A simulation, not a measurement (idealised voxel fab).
The document below concerns the process module designated voxel double patterning.
The cross-section on display is named cut; it measures 255 nm wide, and its cells are 5 nm squares.
A cross-section is written here as square cells arranged in a grid, and it is given in bands from the top down, each band taking up one or more rows of cells. It is stipulated that each band's entry specify, in nanometres, the height of the top of the band and then that of its bottom, followed by the materials of the band in left-to-right sequence, each together with its width in nanometres. A single material marked by the word "full width" is understood to fill the band from edge to edge; the word "air" is understood to denote empty space. Zero point of the height axis is 0; under it, received wafer = one material. Lowest band: continues down indefinitely, "top 0, no bottom". Read "30..40" as a graded width: first number on top, second number at the bottom, same change between each pair of neighbouring rows. "nothing altered" after a step means that no cell of the cross-section changed. Basically, "Enclosed internal cavities" tells you about the enclosed voids: empty spaces with no open way to the top, 8 cells or bigger, each written width x height at distance, where distance is from the left edge, all in nm. after a step's settings: what the simulator itself notes on the step. What "overlay nm" on a step's line means: if the step has a mask, that mask lay this far to the right of its planned place, or, when the value is negative, to the left.
[Planned process steps]
1. RECEIVE with material Si
2. CONFORMAL_DEP with material SiO2, thk nm 5
3. DIRECTIONAL_DEP with material TiN, thk nm 10
4. DIRECTIONAL_DEP with material SiCN, thk nm 5
5. PATTERN with tone open, mask id FIRST, material resist, width nm 15, pitch nm 50, thk nm 15, overlay nm 0
6. DIRECTIONAL_ETCH with etch materials SiCN, depth nm 5
7. STRIP with etch materials resist
8. MASKED_ETCH with tone open, mask id SECOND, width nm 15, etch materials SiCN, depth nm 5, overlay nm 0
9. DIRECTIONAL_ETCH with etch materials TiN, depth nm 10
10. STRIP with etch materials SiCN
[as received, after step 1]
    top 0, no bottom  Si full width
    Enclosed internal cavities: none
[The plan above was carried out on the starting structure above with one mistake, and this cross-section shows the wafer at the end of the module]
    top 15, bottom 5  air 120 nm, then TiN 15 nm, then air 120 nm
    top 5, bottom 0  SiO2 full width
    top 0, no bottom  Si full width
    Enclosed internal cavities: none
Diagnosis: step 8 was run on a setting that differed from the plan, and what really ran there is MASKED_ETCH with tone cover, mask id SECOND, width nm 15, etch materials SiCN, depth nm 5, overlay nm 0
